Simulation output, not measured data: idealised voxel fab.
process module | voxel fin reveal
cross-section cut | 285 nm wide | cells 5 nm
A cross-section is a grid of square cells, given in bands from the top down. A band is one or more rows of cells.
Each band's line starts with the height of the band's top and of its bottom, in nm. Then come its materials from left to right, each with its width in nm. One material with "throughout" fills the band from edge to edge. "air" is empty space.
Height 0 is the level under which the wafer as received is all one material. The lowest band goes on downwards, as in "0 down".
A width such as "30 to 40" changes by the same amount from each row of cells to the next, from the band's top row to its bottom row.
"no change" after a step means that no cell of the cross-section changed.
closed voids: empty space of 8 cells or more with no open way to the top, each as width x height at its distance from the left edge, in nm
after a step's settings: what the simulator itself notes on the step
overlay nm, on a step with a mask: how far to the right of its planned place the mask lay; to the left if negative
plan
1 op RECEIVE | material Si
2 op CONFORMAL_DEP | material SiN | thk nm 10
3 op DIRECTIONAL_DEP | material aC | thk nm 15
4 op PATTERN | tone cover | mask id FINS | material resist | width nm 15 | pitch nm 45 | thk nm 35 | overlay nm 0
5 op DIRECTIONAL_ETCH | etch materials aC | depth nm 15
6 op STRIP | etch materials resist
7 op DIRECTIONAL_ETCH | etch materials SiN | depth nm 10
8 op DIRECTIONAL_ETCH | etch materials Si | depth nm 35
9 op STRIP | etch materials aC
10 op FILL_DEP | material SiO2 | thk nm 10
11 op CMP | height nm 10
12 op SELECTIVE_ETCH | etch materials SiO2 | depth nm 35
13 op STRIP | etch materials SiN
14 op CONFORMAL_DEP | material HfO2 | thk nm 5
as received, after step 1
  0 down: Si throughout
  closed voids: none
first wafer at the end, as planned
  5 to 0: air 85 | HfO2 25 | air 20 | HfO2 25 | air 20 | HfO2 25 | air 85
  0 to -20: air 85 | HfO2 5 | Si 15 | HfO2 5 | air 20 | HfO2 5 | Si 15 | HfO2 5 | air 20 | HfO2 5 | Si 15 | HfO2 5 | air 85
  -20 to -25: HfO2 90 | Si 15 | HfO2 30 | Si 15 | HfO2 30 | Si 15 | HfO2 90
  -25 to -35: SiO2 90 | Si 15 | SiO2 30 | Si 15 | SiO2 30 | Si 15 | SiO2 90
  -35 down: Si throughout
  closed voids: none
second wafer at the end: like start, like plan, one mistake
  5 to 0: air 85 | HfO2 25 | air 20 | HfO2 25 | air 20 | HfO2 25 | air 85
  0 to -20: air 85 | HfO2 5 | Si 15 | HfO2 5 | air 20 | HfO2 5 | Si 15 | HfO2 5 | air 20 | HfO2 5 | Si 15 | HfO2 5 | air 85
  -20 to -25: HfO2 60 | air 25 | HfO2 5 | Si 15 | HfO2 5 | air 20 | HfO2 5 | Si 15 | HfO2 5 | air 20 | HfO2 5 | Si 15 | HfO2 5 | air 25 | HfO2 60
  -25 to -30: SiO2 55 | HfO2 5 | air 25 | HfO2 5 | Si 15 | HfO2 5 | air 20 | HfO2 5 | Si 15 | HfO2 5 | air 20 | HfO2 5 | Si 15 | HfO2 5 | air 25 | HfO2 5 | SiO2 55
  -30 to -35: SiO2 55 | HfO2 35 | Si 15 | HfO2 30 | Si 15 | HfO2 30 | Si 15 | HfO2 35 | SiO2 55
  -35 down: Si throughout
  closed voids: none
what went wrong: steps 12 and 13 were swapped
at the end the second wafer has, in cells: 16 more of HfO2 | 52 fewer of SiO2
